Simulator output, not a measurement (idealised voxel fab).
The following process module bears the name voxel ribs on slabs.
We display cut, a cross-section 190 nm in width whose square cells are each 5 nm.
The cross-sections in this document take the form of a grid made of square cells. They are written out as bands, in order from top to bottom. Each band consists of one or more rows of cells. This entry defines a band. It first specifies the height of the band's top and the height of its bottom in nm, and then specifies the band's materials from left to right, stating each material with its width in nm. The word "everywhere" identifies a single material that fills the band from edge to edge, while the word "air" identifies empty space. We count height from 0. Below that, the starting wafer is all one material. The lowest band never ends at the bottom but goes on down; see "z 0 and below" for how that is written. The two numbers in a width such as "30->40" mark its ends across the band: the first belongs to the top row of cells, the second to the bottom row, and from each row to the next the width moves by the same amount. Any step labelled "stayed the same" changed none of the cells in the cross-section. Empty spaces counting at least 8 cells and having no open way to the top are listed in "Fully closed voids". The notation width x height at distance is used for each, the distance being from the left edge and all three values in nm. What comes after the settings on a step's line is commentary from the simulator itself on that step. overlay nm: how far to the right of its planned place the mask lay on this masked step (negative: to the left).
-- Listed below are the process steps as planned
1: RECEIVE [material Si]
2: DIRECTIONAL_DEP [material SiO2] [thk nm 30]
3: DIRECTIONAL_DEP [material SiN] [thk nm 25]
4: MASKED_ETCH [tone cover] [mask id RIB] [width nm 20] [etch materials SiN] [depth nm 20] [overlay nm 0]
5: PATTERN [tone cover] [mask id SLAB] [material resist] [width nm 60] [thk nm 20] [overlay nm 0]
6: DIRECTIONAL_ETCH [etch materials SiN] [depth nm 5]
7: STRIP [etch materials resist]
8: FILL_DEP [material SiO2] [thk nm 15]
9: CMP [height nm 65]
10: DIRECTIONAL_DEP [material TiN] [thk nm 5]
11: DIRECTIONAL_DEP [material aC] [thk nm 10]
12: PATTERN [tone cover] [mask id HEATER] [material resist] [width nm 30] [thk nm 25] [overlay nm 0]
13: DIRECTIONAL_ETCH [etch materials aC] [depth nm 10]
14: STRIP [etch materials resist]
15: DIRECTIONAL_ETCH [etch materials TiN] [depth nm 5]
16: STRIP [etch materials aC]
17: CONFORMAL_DEP [material SiO2] [thk nm 5]
-- What follows covers the first of two wafers; it ran as planned
-- Incoming wafer in cross-section (state: after step 1)
  z 0 and below: Si everywhere
  Fully closed voids: none
-- Cross-section: wafer state after step 2
  z 30 to 0: SiO2 everywhere
  For the remainder of the cross-section, below 0, there is no change.
-- Cross-section: wafer state after step 3
  z 55 to 30: SiN everywhere
  For the remainder of the cross-section, below 30, there is no change.
-- Cross-section: wafer state after step 4
  z 55 to 35: air (85), SiN (20), air (85)
  For the remainder of the cross-section, below 35, there is no change.
-- Cross-section: wafer state after step 5
  z 75 to 55: air (65), resist (60), air (65)
  z 55 to 35: air (65), resist (20), SiN (20), resist (20), air (65)
  For the remainder of the cross-section, below 35, there is no change.
-- Cross-section: wafer state after step 6
  z 75 to 55: air (65), resist (60), air (65)
  z 55 to 35: air (65), resist (20), SiN (20), resist (20), air (65)
  z 35 to 30: air (65), SiN (60), air (65)
  For the remainder of the cross-section, below 30, there is no change.
-- Cross-section: wafer state after step 7
  z 55 to 35: air (85), SiN (20), air (85)
  For the remainder of the cross-section, below 35, there is no change.
-- Cross-section: wafer state after step 8
  z 70 to 55: SiO2 everywhere
  z 55 to 35: SiO2 (85), SiN (20), SiO2 (85)
  z 35 to 30: SiO2 (65), SiN (60), SiO2 (65)
  For the remainder of the cross-section, below 30, there is no change.
-- Cross-section: wafer state after step 9
  z 65 to 55: SiO2 everywhere
  For the remainder of the cross-section, below 55, there is no change.
-- Cross-section: wafer state after step 10
  z 70 to 65: TiN everywhere
  For the remainder of the cross-section, below 65, there is no change.
-- Cross-section: wafer state after step 11
  z 80 to 70: aC everywhere
  For the remainder of the cross-section, below 70, there is no change.
-- Cross-section: wafer state after step 12
  z 105 to 80: air (80), resist (30), air (80)
  For the remainder of the cross-section, below 80, there is no change.
-- Cross-section: wafer state after step 13
  z 95 to 80: air (80), resist (30), air (80)
  z 80 to 70: air (80), aC (30), air (80)
  For the remainder of the cross-section, below 70, there is no change.
-- Cross-section: wafer state after step 14
  z 80 to 70: air (80), aC (30), air (80)
  For the remainder of the cross-section, below 70, there is no change.
-- Cross-section: wafer state after step 15
  z 80 to 70: air (80), aC (30), air (80)
  z 70 to 65: air (80), TiN (30), air (80)
  For the remainder of the cross-section, below 65, there is no change.
-- Cross-section: wafer state after step 16
  z 70 to 65: air (80), TiN (30), air (80)
  For the remainder of the cross-section, below 65, there is no change.
-- Cross-section: wafer state after step 17
  z 75 to 70: air (75), SiO2 (40), air (75)
  z 70 to 65: SiO2 (80), TiN (30), SiO2 (80)
  For the remainder of the cross-section, below 65, there is no change.
-- Second wafer. Start and plan as for the first. One mistake made in running. Agrees with the first up to and including step 1
-- Second wafer: cross-section at the scheduled end of step 2
  z 60 to 0: SiO2 everywhere
  For the remainder of the cross-section, below 0, there is no change.
-- Second wafer: cross-section at the scheduled end of step 3
  z 85 to 60: SiN everywhere
  For the remainder of the cross-section, below 60, there is no change.
-- Second wafer: cross-section at the scheduled end of step 4
  z 85 to 65: air (85), SiN (20), air (85)
  For the remainder of the cross-section, below 65, there is no change.
-- Second wafer: cross-section at the scheduled end of step 5
  z 105 to 85: air (65), resist (60), air (65)
  z 85 to 65: air (65), resist (20), SiN (20), resist (20), air (65)
  For the remainder of the cross-section, below 65, there is no change.
-- Second wafer: cross-section at the scheduled end of step 6
  z 105 to 85: air (65), resist (60), air (65)
  z 85 to 65: air (65), resist (20), SiN (20), resist (20), air (65)
  z 65 to 60: air (65), SiN (60), air (65)
  For the remainder of the cross-section, below 60, there is no change.
-- Second wafer: cross-section at the scheduled end of step 7
  z 85 to 65: air (85), SiN (20), air (85)
  For the remainder of the cross-section, below 65, there is no change.
-- Second wafer: cross-section at the scheduled end of step 8
  z 100 to 85: SiO2 everywhere
  z 85 to 65: SiO2 (85), SiN (20), SiO2 (85)
  z 65 to 60: SiO2 (65), SiN (60), SiO2 (65)
  For the remainder of the cross-section, below 60, there is no change.
-- Second wafer: cross-section at the scheduled end of step 9
  z 65 to 60: SiO2 (65), SiN (60), SiO2 (65)
  For the remainder of the cross-section, below 60, there is no change.
-- Second wafer: cross-section at the scheduled end of step 10
  z 70 to 65: TiN everywhere
  For the remainder of the cross-section, below 65, there is no change.
-- Second wafer: cross-section at the scheduled end of step 11
  z 80 to 70: aC everywhere
  For the remainder of the cross-section, below 70, there is no change.
-- Second wafer: cross-section at the scheduled end of step 12
  z 105 to 80: air (80), resist (30), air (80)
  For the remainder of the cross-section, below 80, there is no change.
-- Second wafer: cross-section at the scheduled end of step 13
  z 95 to 80: air (80), resist (30), air (80)
  z 80 to 70: air (80), aC (30), air (80)
  For the remainder of the cross-section, below 70, there is no change.
-- Second wafer: cross-section at the scheduled end of step 14
  z 80 to 70: air (80), aC (30), air (80)
  For the remainder of the cross-section, below 70, there is no change.
-- Second wafer: cross-section at the scheduled end of step 15
  z 80 to 70: air (80), aC (30), air (80)
  z 70 to 65: air (80), TiN (30), air (80)
  For the remainder of the cross-section, below 65, there is no change.
-- Second wafer: cross-section at the scheduled end of step 16
  z 70 to 65: air (80), TiN (30), air (80)
  For the remainder of the cross-section, below 65, there is no change.
-- Second wafer: cross-section at the scheduled end of step 17
  z 75 to 70: air (75), SiO2 (40), air (75)
  z 70 to 65: SiO2 (80), TiN (30), SiO2 (80)
  For the remainder of the cross-section, below 65, there is no change.
What broke from the plan during processing? plan step 2 was twice executed
Cell-count delta at end, second wafer over first, by material: SiN -16; SiO2 +16
